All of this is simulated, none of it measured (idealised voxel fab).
process module | voxel capacitor over wiring
Cross-section cut: width 180 nm, square cells of 5 nm.
Just so we're on the same page, the cross-sections are grids of square cells, and they're listed out in bands top to bottom, each band one or more rows deep.
In this notation a band is specified by the heights of its top and bottom, in that order and in nm, after which its materials appear from left to right, each paired with its width in nm. The word "full width" attached to a single material means that material fills the band from edge to edge; the word "blank" stands for empty space.
Heights are reckoned from 0. Under this level, the received wafer is all of one material. The bottommost band is open-ended downward, for example "0 down".
A width given as "30 to 40" starts at the first number in the band's top row and ends at the second number in its bottom row, shifting by an equal amount at every step from row to row.
"changes: none" after a step means that no cell of the cross-section changed.
The entry "Tabulated closed voids" lists the empty spaces that cover at least 8 cells and have no open path to the top. Each is written as width x height at distance, where the distance is measured from the left edge and all three values are in nm.
On each step's line, the part that comes after the settings is the simulator's own comment on the step.
overlay nm: mask offset rightward from planned place, masked step; negative means leftward offset.
[Planned step list for the process]
1: RECEIVE with material Si
2: CONFORMAL_DEP with material SiO2, thk nm 15
3: CONFORMAL_DEP with material SiN, thk nm 5
4: DIRECTIONAL_DEP with material lowk, thk nm 20
5: DIRECTIONAL_DEP with material aC, thk nm 10
6: PATTERN with tone open, mask id METAL_1, material resist, width nm 25, pitch nm 75, thk nm 30, overlay nm 0
7: DIRECTIONAL_ETCH with etch materials aC, depth nm 10
8: STRIP with etch materials resist
9: DIRECTIONAL_ETCH with etch materials lowk, depth nm 20
10: DIRECTIONAL_ETCH with etch materials SiN, depth nm 5
11: STRIP with etch materials aC
12: CONFORMAL_DEP with material TiN, thk nm 5
13: FILL_DEP with material W, thk nm 10
14: CMP with height nm 40
15: CONFORMAL_DEP with material SiCN, thk nm 5
16: DIRECTIONAL_DEP with material lowk, thk nm 15
17: DIRECTIONAL_DEP with material aC, thk nm 15
18: PATTERN with tone open, mask id PLUG_1, material resist, width nm 15, thk nm 35, overlay nm 0
19: DIRECTIONAL_ETCH with etch materials aC, depth nm 15
20: STRIP with etch materials resist
21: DIRECTIONAL_ETCH with etch materials lowk, depth nm 15
22: DIRECTIONAL_ETCH with etch materials SiCN, depth nm 5
23: STRIP with etch materials aC
24: CONFORMAL_DEP with material TiN, thk nm 5
25: FILL_DEP with material Ru, thk nm 5
26: CMP with height nm 60
27: DIRECTIONAL_DEP with material TiN, thk nm 10
28: DIRECTIONAL_DEP with material Al2O3, thk nm 5
29: DIRECTIONAL_DEP with material TiN, thk nm 5
30: PATTERN with tone cover, mask id UPPER_PLATE, material resist, width nm 55, thk nm 20, overlay nm 0
31: DIRECTIONAL_ETCH with etch materials TiN, depth nm 5
32: DIRECTIONAL_ETCH with etch materials Al2O3, depth nm 5
33: STRIP with etch materials resist
34: PATTERN with tone cover, mask id LOWER_PLATE, material resist, width nm 65, thk nm 20, overlay nm 0
35: DIRECTIONAL_ETCH with etch materials TiN, depth nm 10
36: STRIP with etch materials resist
37: FILL_DEP with material SiO2, thk nm 20
38: CMP with height nm 95
39: DIRECTIONAL_DEP with material aC, thk nm 15
40: PATTERN with tone open, mask id PLUG_2, material resist, width nm 15, thk nm 30, overlay nm 0
41: DIRECTIONAL_ETCH with etch materials aC, depth nm 15
42: STRIP with etch materials resist
43: DIRECTIONAL_ETCH with etch materials SiO2, depth nm 15
44: STRIP with etch materials aC
45: CONFORMAL_DEP with material TiN, thk nm 5
46: FILL_DEP with material Cu, thk nm 10
47: CMP with height nm 95
48: CONFORMAL_DEP with material SiN, thk nm 5
Keep in mind the plan's value for the thk nm of step 28 comes from the first wafer; the wafers don't share that setting, but they do share the same starting point.
[First of several wafers (as received, post step 1), cross-sectional view]
0 down  Si full width
Tabulated closed voids: none
[Gained (+) or lost (-) cells of each material since receipt, then closed voids: one row per wafer, at the end of the module]
thk nm 5; +11 Al2O3; +2 Cu; +3 Ru; +33 SiCN; +62 SiN; +303 SiO2; +79 TiN; +24 W; +203 lowk; Tabulated closed voids: none
thk nm 10; +47 Al2O3; +1 Cu; +3 Ru; +33 SiCN; +62 SiN; +224 SiO2; +123 TiN; +24 W; +203 lowk; Tabulated closed voids: none
thk nm 15; +83 Al2O3; +3 Ru; +33 SiCN; +62 SiN; +191 SiO2; +121 TiN; +24 W; +203 lowk; Tabulated closed voids: none
thk nm 20; +119 Al2O3; +3 Ru; +33 SiCN; +62 SiN; +158 SiO2; +118 TiN; +24 W; +203 lowk; Tabulated closed voids: none
